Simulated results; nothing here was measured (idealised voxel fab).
You're looking at the process module voxel ribs on slabs.
Cross-section cut: width 190 nm, square cells of 5 nm.
Bands, listed from the top down, are how a cross-section gets written in this document; the cross-section itself is a grid of square cells, and a band is one or more rows of them.
Top, bottom (nm), then materials left to right with widths (nm); lone material tagged "all across" fills the whole band edge to edge; "empty" = empty space.
Basically, 0 is our baseline, since under it the wafer straight out of the box is all one material. The bottom band has no lower end and keeps on going down, so it looks like "0 -> down".
Quick explanation for "30..40": the width changes in equal steps down the rows of cells, from the first number in the band's top row to the second number in its bottom row.
"remained unchanged" for a step: no cell of the cross-section changed in that step.
Entry "Voids, sealed". Content: empty spaces with no open connection to the top, size 8 cells or greater. Each: width x height at distance. Distance: from left edge. Unit: nm.
Heads up: the bit after the settings on a step's line is the simulator's remark on that step.
overlay nm: how far to the right of its planned place the mask lay on this masked step (negative: to the left).
# Planned process steps
1 RECEIVE with material Si
2 DIRECTIONAL_DEP with material SiO2, thk nm 30
3 DIRECTIONAL_DEP with material polySi, thk nm 20
4 DIRECTIONAL_DEP with material aC, thk nm 10
5 PATTERN with tone cover, mask id RIB, material resist, width nm 30, thk nm 30, overlay nm 0
6 DIRECTIONAL_ETCH with etch materials aC, depth nm 10
7 STRIP with etch materials resist
8 DIRECTIONAL_ETCH with etch materials polySi, depth nm 5
9 STRIP with etch materials aC
10 DIRECTIONAL_DEP with material aC, thk nm 10
11 PATTERN with tone cover, mask id SLAB, material resist, width nm 80, thk nm 25, overlay nm 0
12 DIRECTIONAL_ETCH with etch materials aC, depth nm 10
13 STRIP with etch materials resist
14 DIRECTIONAL_ETCH with etch materials polySi, depth nm 15
15 STRIP with etch materials aC
16 FILL_DEP with material SiO2, thk nm 30
17 CMP with height nm 70
18 DIRECTIONAL_DEP with material TiN, thk nm 5
19 PATTERN with tone cover, mask id HEATER, material resist, width nm 40, thk nm 20, overlay nm 0
20 DIRECTIONAL_ETCH with etch materials TiN, depth nm 5
21 STRIP with etch materials resist
22 CONFORMAL_DEP with material SiO2, thk nm 10
# Step 1 complete: cross-section of the wafer as received
0 -> down  Si all across
Voids, sealed: none
# First wafer of two, sectioned at end of module; run went per plan
85 -> 80  empty: 65 / SiO2: 60 / empty: 65
80 -> 75  SiO2 all across
75 -> 70  SiO2: 75 / TiN: 40 / SiO2: 75
70 -> 50  SiO2 all across
50 -> 45  SiO2: 80 / polySi: 30 / SiO2: 80
45 -> 30  SiO2: 55 / polySi: 80 / SiO2: 55
30 -> 0  SiO2 all across
0 -> down  Si all across
Voids, sealed: none
# End of module, second wafer, cross-section. Started like the first, planned like the first, run with one mistake
85 -> 80  empty: 65 / SiO2: 60 / empty: 65
80 -> 75  SiO2 all across
75 -> 70  SiO2: 75 / TiN: 40 / SiO2: 75
70 -> 20  SiO2 all across
20 -> 0  polySi all across
0 -> down  Si all across
Voids, sealed: none
what went wrong: a sequencing error occurred in which plan steps 2 and 3 were transposed
Cell-count delta at end, second wafer over first, by material: -98 SiO2, +98 polySi
